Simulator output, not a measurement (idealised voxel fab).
Process module heading - voxel tone inversion
Square cell edge 5 nm, section width 170 nm, ID cut.
Bands, listed from the top down, are how a cross-section gets written in this document; the cross-section itself is a grid of square cells, and a band is one or more rows of them. Read a band's entry like this: the first values are the height of its top and the height of its bottom in nm, and what follows is the sequence of materials from left to right, each with its width in nm. Note that "empty" is empty space, and that a single material marked "everywhere" reaches across the band from edge to edge. Heights from 0 (as-received wafer is one material below). Bottom band endless downward, as "0 -> down". Width: "30 to 40" (first number = top row, second number = bottom row, same change from row to row of cells). What does "no alterations made" mean for a step? It means no cell of the cross-section changed in that step. Entry "Closed void roster" = empty spaces >= 8 cells with no open way to the top; each as width x height at distance, distance from left edge, all nm. It should be noted that, on the line of a given step, the content following the step's settings is a remark produced by the simulator itself with respect to that step. The setting "overlay nm" may be written on the line of a step. When the step uses a mask, the value reports how far to the right of the planned place the mask lay, and a negative value reports that it lay to the left.
## plan
1: RECEIVE: material Si
2: CONFORMAL_DEP: material SiN, thk nm 10
3: DIRECTIONAL_DEP: material aC, thk nm 25
4: PATTERN: tone cover, mask id POSTS, material resist, width nm 25, pitch nm 40, thk nm 30, overlay nm 0
5: DIRECTIONAL_ETCH: etch materials aC, depth nm 25
6: STRIP: etch materials resist
7: FILL_DEP: material lowk, thk nm 10
8: CMP: height nm 35
9: STRIP: etch materials aC
10: CONFORMAL_DEP: material TiN, thk nm 5
11: FILL_DEP: material Ru, thk nm 10
12: CMP: height nm 35
13: CONFORMAL_DEP: material SiCN, thk nm 5
## What follows covers the first of two wafers; it ran as planned
## Cross-section of the wafer as it came to us, i.e., already through step 1
	0 -> down = Si everywhere
	Closed void roster: none
## The following cross-section depicts the wafer upon completion of step 2
	10 -> 0 = SiN everywhere
	Heights below 0 show no change.
## The following cross-section depicts the wafer upon completion of step 3
	35 -> 10 = aC everywhere
	Heights below 10 show no change.
## The following cross-section depicts the wafer upon completion of step 4
	65 -> 35 = empty: 30  resist: 25  empty: 15  resist: 25  empty: 15  resist: 25  empty: 35
	Heights below 35 show no change.
## The following cross-section depicts the wafer upon completion of step 5
	40 -> 35 = empty: 30  resist: 25  empty: 15  resist: 25  empty: 15  resist: 25  empty: 35
	35 -> 10 = empty: 30  aC: 25  empty: 15  aC: 25  empty: 15  aC: 25  empty: 35
	Heights below 10 show no change.
## The following cross-section depicts the wafer upon completion of step 6
	35 -> 10 = empty: 30  aC: 25  empty: 15  aC: 25  empty: 15  aC: 25  empty: 35
	Heights below 10 show no change.
## The following cross-section depicts the wafer upon completion of step 7
	45 -> 35 = lowk everywhere
	35 -> 10 = lowk: 30  aC: 25  lowk: 15  aC: 25  lowk: 15  aC: 25  lowk: 35
	Heights below 10 show no change.
## The following cross-section depicts the wafer upon completion of step 8
	35 -> 10 = lowk: 30  aC: 25  lowk: 15  aC: 25  lowk: 15  aC: 25  lowk: 35
	Heights below 10 show no change.
## The following cross-section depicts the wafer upon completion of step 9
	35 -> 10 = lowk: 30  empty: 25  lowk: 15  empty: 25  lowk: 15  empty: 25  lowk: 35
	Heights below 10 show no change.
## The following cross-section depicts the wafer upon completion of step 10
	40 -> 35 = TiN: 35  empty: 15  TiN: 25  empty: 15  TiN: 25  empty: 15  TiN: 40
	35 -> 15 = lowk: 30  TiN: 5  empty: 15  TiN: 5  lowk: 15  TiN: 5  empty: 15  TiN: 5  lowk: 15  TiN: 5  empty: 15  TiN: 5  lowk: 35
	15 -> 10 = lowk: 30  TiN: 25  lowk: 15  TiN: 25  lowk: 15  TiN: 25  lowk: 35
	Heights below 10 show no change.
## The following cross-section depicts the wafer upon completion of step 11
	50 -> 40 = Ru everywhere
	40 -> 35 = TiN: 35  Ru: 15  TiN: 25  Ru: 15  TiN: 25  Ru: 15  TiN: 40
	35 -> 15 = lowk: 30  TiN: 5  Ru: 15  TiN: 5  lowk: 15  TiN: 5  Ru: 15  TiN: 5  lowk: 15  TiN: 5  Ru: 15  TiN: 5  lowk: 35
	Heights below 15 show no change.
## The following cross-section depicts the wafer upon completion of step 12
	35 -> 15 = lowk: 30  TiN: 5  Ru: 15  TiN: 5  lowk: 15  TiN: 5  Ru: 15  TiN: 5  lowk: 15  TiN: 5  Ru: 15  TiN: 5  lowk: 35
	Heights below 15 show no change.
## The following cross-section depicts the wafer upon completion of step 13
	40 -> 35 = SiCN everywhere
	Heights below 35 show no change.
## Here the second wafer is described. Its start and its plan were those of the first wafer. Its run contained one mistake. Up to and including step 12, it did exactly what the first wafer did
## The second wafer in cross-section, at the planned close of step 13
	50 -> 35 = SiCN everywhere
	Heights below 35 show no change.
Run error: in deviation from the planned setting, step 13 was conducted as CONFORMAL_DEP: material SiCN, thk nm 15
Final cells, second wafer relative to first, materials higher or lower: SiCN +68
